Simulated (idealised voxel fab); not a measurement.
Process module in this document: voxel self aligned contacts
Cross-section cut spans 175 nm and uses square cells 5 nm in size.
When this document writes out a cross-section, it uses a grid of square cells and lists it as bands, beginning at the top and moving down, with a band standing for one or more rows of cells. Top height, bottom height, nm. Materials left to right, width each, nm. Single material + "throughout" = fills band edge to edge. "blank" = empty. Measure heights from 0. That's the level where, below it, the as-received wafer is all one material. The lowest band is bottomless and extends downward; write it as in "from 0 down". Quick explanation for "30->40": the width changes in equal steps down the rows of cells, from the first number in the band's top row to the second number in its bottom row. "no alterations made" -> step changed no cross-section cell. "Closed cavity list" means: voids of 8 cells or more that are shut off from the top with no open way through. Written width x height at distance, distance from the left edge, in nm. Step line, after settings: the simulator's comment on this step. overlay nm: for a step with a mask, the amount by which the mask lay right of where it was planned; a negative amount means left of it.

### Steps in the process plan
1,RECEIVE, material Si
2,CONFORMAL_DEP, material SiO2, thk nm 5
3,DIRECTIONAL_DEP, material polySi, thk nm 20
4,DIRECTIONAL_DEP, material SiN, thk nm 15
5,MASKED_ETCH, tone cover, mask id GATE, width nm 25, pitch nm 60, etch materials SiN, depth nm 15, overlay nm 0
6,MASKED_ETCH, tone cover, mask id GATE, width nm 25, pitch nm 60, etch materials polySi, depth nm 20, overlay nm 0
7,CONFORMAL_DEP, material SiN, thk nm 5
8,DIRECTIONAL_ETCH, etch materials SiN, depth nm 5
9,FILL_DEP, material SiO2, thk nm 10
10,CMP, height nm 45
11,PATTERN, tone open, mask id CONTACT, material resist, width nm 45, pitch nm 60, thk nm 20, overlay nm 0
12,DIRECTIONAL_ETCH, etch materials SiO2, depth nm 45
13,STRIP, etch materials resist
14,CONFORMAL_DEP, material TiN, thk nm 5
15,FILL_DEP, material Ru, thk nm 5
16,CMP, height nm 45
17,CONFORMAL_DEP, material SiCN, thk nm 5

### As-received state of the wafer in cross-section, equivalent to post-step 1
* from 0 down = Si throughout
* Closed cavity list: none

### a wafer at the end: this start, this plan, one mistake
* from 50 to 45 = SiCN throughout
* from 45 to 40 = 35 of SiO2; 15 of TiN; 15 of Ru; 15 of TiN; 15 of SiO2; 15 of TiN; 15 of Ru; 15 of TiN; 35 of SiO2
* from 40 to 25 = 10 of SiO2; 35 of SiN; 5 of TiN; 15 of Ru; 5 of TiN; 35 of SiN; 5 of TiN; 15 of Ru; 5 of TiN; 35 of SiN; 10 of SiO2
* from 25 to 10 = 10 of SiO2; 5 of SiN; 25 of polySi; 5 of SiN; 5 of TiN; 15 of Ru; 5 of TiN; 5 of SiN; 25 of polySi; 5 of SiN; 5 of TiN; 15 of Ru; 5 of TiN; 5 of SiN; 25 of polySi; 5 of SiN; 10 of SiO2
* from 10 to 5 = 10 of SiO2; 5 of SiN; 25 of polySi; 5 of SiN; 25 of TiN; 5 of SiN; 25 of polySi; 5 of SiN; 25 of TiN; 5 of SiN; 25 of polySi; 5 of SiN; 10 of SiO2
* from 5 to 0 = polySi throughout
* from 0 down = Si throughout
* Closed cavity list: none
What went wrong in running the wafer? step 2 ran differently from the plan; actual operation with settings: CONFORMAL_DEP, material polySi, thk nm 5
